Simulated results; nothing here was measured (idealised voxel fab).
Name of the process module below: voxel ribs on slabs
Section cut is 215 nm wide and gridded with 5 nm square cells.
Cross-section format: a grid of square cells, given as bands from top to bottom; each band is one or more rows of cells. Within each band entry, the heights of the top and of the bottom of the band appear first, in that order and in nm; the materials of the band then follow from left to right, each with its corresponding width in nm. The designation "edge to edge" on a single material indicates that it fills the band from edge to edge; the designation "blank" indicates empty space. It should be noted that heights are counted from 0, beneath which the wafer as supplied is of one material throughout, and that the lowest band possesses no lower boundary but continues downward, as written in "z 0 and below". Per-row width for "30->40": begins at first number (top row of band), ends at second number (bottom row), increment between rows held constant. "no alterations made" means the step left every cell of the cross-section as it was. "Enclosed empty spaces": empty spaces of 8 cells or more with no open way to the top, each given as width x height at distance, distance from the left edge, all in nm. Anything after a step's settings on that line? It's the simulator's own note about the step. A step's line can hold "overlay nm"; with a mask on that step, the setting says how far right of the planned place the mask lay, while a negative setting says it lay to the left.
THE FOLLOWING LIST GIVES THE PLANNED PROCESS STEPS
1: RECEIVE, material Si
2: DIRECTIONAL_DEP, material SiO2, thk nm 30
3: DIRECTIONAL_DEP, material polySi, thk nm 15
4: PATTERN, tone cover, mask id RIB, material resist, width nm 15, thk nm 15, overlay nm 0
5: DIRECTIONAL_ETCH, etch materials polySi, depth nm 10
6: STRIP, etch materials resist
7: DIRECTIONAL_DEP, material aC, thk nm 10
8: PATTERN, tone cover, mask id SLAB, material resist, width nm 70, thk nm 30, overlay nm 0
9: DIRECTIONAL_ETCH, etch materials aC, depth nm 10
10: STRIP, etch materials resist
11: DIRECTIONAL_ETCH, etch materials polySi, depth nm 5
12: STRIP, etch materials aC
13: FILL_DEP, material SiO2, thk nm 20
14: CMP, height nm 55
15: DIRECTIONAL_DEP, material TiN, thk nm 5
16: DIRECTIONAL_DEP, material aC, thk nm 10
17: PATTERN, tone cover, mask id HEATER, material resist, width nm 30, thk nm 30, overlay nm 0
18: DIRECTIONAL_ETCH, etch materials aC, depth nm 10
19: STRIP, etch materials resist
20: DIRECTIONAL_ETCH, etch materials TiN, depth nm 5
21: STRIP, etch materials aC
22: CONFORMAL_DEP, material SiO2, thk nm 5
Quick note for whoever runs this: the wafers start identical, but the width nm at step 4 isn't the same across them. The plan just shows what the first wafer had.
THE FIRST OF SEVERAL WAFERS, AS RECEIVED AFTER STEP 1, SEEN IN SECTION
	z 0 and below: Si edge to edge
	Enclosed empty spaces: none
HERE'S THE FIRST OF SEVERAL WAFERS IN CROSS-SECTION, END OF THE MODULE, AFTER THE LAST STEP, STEP 22
	z 65 to 60: blank=85; SiO2=40; blank=90
	z 60 to 55: SiO2=90; TiN=30; SiO2=95
	z 55 to 45: SiO2 edge to edge
	z 45 to 35: SiO2=100; polySi=15; SiO2=100
	z 35 to 30: SiO2=70; polySi=70; SiO2=75
	z 30 to 0: SiO2 edge to edge
	z 0 and below: Si edge to edge
	Enclosed empty spaces: none
CROSS-SECTION OF THE LAST WAFER AT END OF MODULE
	z 65 to 60: blank=85; SiO2=40; blank=90
	z 60 to 55: SiO2=90; TiN=30; SiO2=95
	z 55 to 45: SiO2 edge to edge
	z 45 to 35: SiO2=90; polySi=35; SiO2=90
	z 35 to 30: SiO2=70; polySi=70; SiO2=75
	z 30 to 0: SiO2 edge to edge
	z 0 and below: Si edge to edge
	Enclosed empty spaces: none
ROWS = WAFERS. AT MODULE END, EACH ROW LISTS PER MATERIAL THE CELLS GAINED (+) OR LOST (-) SINCE THE WAFER WAS RECEIVED, THEN THE CLOSED VOIDS
width nm 15, +498 SiO2, +6 TiN, +20 polySi, Enclosed empty spaces: none
width nm 20, +496 SiO2, +6 TiN, +22 polySi, Enclosed empty spaces: none
width nm 25, +494 SiO2, +6 TiN, +24 polySi, Enclosed empty spaces: none
width nm 30, +492 SiO2, +6 TiN, +26 polySi, Enclosed empty spaces: none
width nm 35, +490 SiO2, +6 TiN, +28 polySi, Enclosed empty spaces: none
